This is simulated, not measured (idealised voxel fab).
Name of the process module below: voxel capacitor over wiring
Section shown: cut. Width: 260 nm. Cell size: 5 nm, square.
Throughout this document, each cross-section is represented as a grid of square cells and is presented as a sequence of bands enumerated from the top downward, where a band comprises one or more rows of cells. What a band's entry tells you: where the top is and where the bottom is, as heights in nm, and after that what lies inside, material by material from left to right, each with its width in nm. Empty space is written as the word "blank", and a single material marked with the word "edge to edge" occupies the band from edge to edge. Ref level 0: as-received wafer is one material below here. Bottom band extends down with no lower bound ("0..down"). Note: "30..40" means the width goes from the first number (top row of the band) to the second number (bottom row) in equal steps per row of cells. "no alterations made" (step): cross-section cells unchanged, all of them. Entry "Closed void register" = empty spaces >= 8 cells with no open way to the top; each as width x height at distance, distance from left edge, all nm. That trailing text on a step's line, after the settings, is the simulator's own remark on the step. A step line may carry the setting "overlay nm", which, for steps involving a mask, states the distance by which the mask lay to the right of its intended position; negative values denote displacement to the left.
# Intended process steps
1,RECEIVE | material Si
2,CONFORMAL_DEP | material SiO2 | thk nm 10
3,DIRECTIONAL_DEP | material TiN | thk nm 5
4,DIRECTIONAL_DEP | material W | thk nm 20
5,DIRECTIONAL_DEP | material aC | thk nm 15
6,PATTERN | tone cover | mask id METAL_1 | material resist | width nm 25 | pitch nm 90 | thk nm 35 | overlay nm 0
7,DIRECTIONAL_ETCH | etch materials aC | depth nm 15
8,STRIP | etch materials resist
9,DIRECTIONAL_ETCH | etch materials W | depth nm 20
10,DIRECTIONAL_ETCH | etch materials TiN | depth nm 5
11,STRIP | etch materials aC
12,FILL_DEP | material lowk | thk nm 5
13,CMP | height nm 35
14,CONFORMAL_DEP | material SiCN | thk nm 5
15,DIRECTIONAL_DEP | material lowk | thk nm 10
16,MASKED_ETCH | tone open | mask id PLUG_1 | width nm 15 | etch materials lowk | depth nm 10 | overlay nm 0
17,MASKED_ETCH | tone open | mask id PLUG_1 | width nm 15 | etch materials SiCN | depth nm 5 | overlay nm 0
18,EPI | material Ru | thk nm 10
19,EPI | material Ru | thk nm 5
20,DIRECTIONAL_DEP | material TiN | thk nm 10
21,DIRECTIONAL_DEP | material Al2O3 | thk nm 5
22,DIRECTIONAL_DEP | material TiN | thk nm 10
23,PATTERN | tone cover | mask id UPPER_PLATE | material resist | width nm 70 | thk nm 20 | overlay nm 0
24,DIRECTIONAL_ETCH | etch materials TiN | depth nm 10
25,DIRECTIONAL_ETCH | etch materials Al2O3 | depth nm 5
26,STRIP | etch materials resist
27,PATTERN | tone cover | mask id LOWER_PLATE | material resist | width nm 80 | thk nm 15 | overlay nm 0
28,DIRECTIONAL_ETCH | etch materials TiN | depth nm 10
29,STRIP | etch materials resist
30,FILL_DEP | material SiO2 | thk nm 20
31,CMP | height nm 90
32,PATTERN | tone open | mask id PLUG_2 | material resist | width nm 15 | thk nm 15 | overlay nm 0
33,DIRECTIONAL_ETCH | etch materials SiO2 | depth nm 15
34,STRIP | etch materials resist
35,CONFORMAL_DEP | material TiN | thk nm 5
36,FILL_DEP | material W | thk nm 5
37,CMP | height nm 90
38,CONFORMAL_DEP | material SiCN | thk nm 5
# Cross-section: wafer on arrival = after step 1
> 0..down | Si edge to edge
> Closed void register: none
# First of two wafers: cross-section at end of module, run per plan
> 95..90 | SiCN edge to edge
> 90..80 | 90 of SiO2, 5 of TiN, 5 of W, 5 of TiN, 155 of SiO2
> 80..75 | 90 of SiO2, 15 of TiN, 155 of SiO2
> 75..65 | 80 of SiO2, 70 of TiN, 110 of SiO2
> 65..60 | 80 of SiO2, 70 of Al2O3, 110 of SiO2
> 60..50 | 75 of SiO2, 80 of TiN, 105 of SiO2
> 50..40 | 80 of lowk, 15 of Ru, 165 of lowk
> 40..35 | 80 of SiCN, 15 of Ru, 165 of SiCN
> 35..15 | 70 of lowk, 25 of W, 65 of lowk, 25 of W, 75 of lowk
> 15..10 | 70 of lowk, 25 of TiN, 65 of lowk, 25 of TiN, 75 of lowk
> 10..0 | SiO2 edge to edge
> 0..down | Si edge to edge
> Closed void register: none
# second wafer at the end: like start, like plan, one mistake
> 95..90 | SiCN edge to edge
> 90..80 | 90 of SiO2, 5 of TiN, 5 of W, 5 of TiN, 155 of SiO2
> 80..75 | 90 of SiO2, 15 of TiN, 155 of SiO2
> 75..65 | 80 of SiO2, 70 of TiN, 110 of SiO2
> 65..60 | 80 of SiO2, 70 of Al2O3, 110 of SiO2
> 60..50 | 75 of SiO2, 80 of TiN, 105 of SiO2
> 50..40 | 80 of lowk, 15 of Ru, 165 of lowk
> 40..35 | 80 of SiCN, 15 of Ru, 165 of SiCN
> 35..15 | 70 of aC, 25 of W, 65 of aC, 25 of W, 75 of aC
> 15..10 | 70 of aC, 25 of TiN, 65 of aC, 25 of TiN, 75 of aC
> 10..0 | SiO2 edge to edge
> 0..down | Si edge to edge
> Closed void register: none
The mistake made against the process plan was this: step 12 changed vs plan, executed as FILL_DEP | material aC | thk nm 5
Final tally in cells, some materials are higher or lower on the second wafer than on the first: +210 aC; -210 lowk
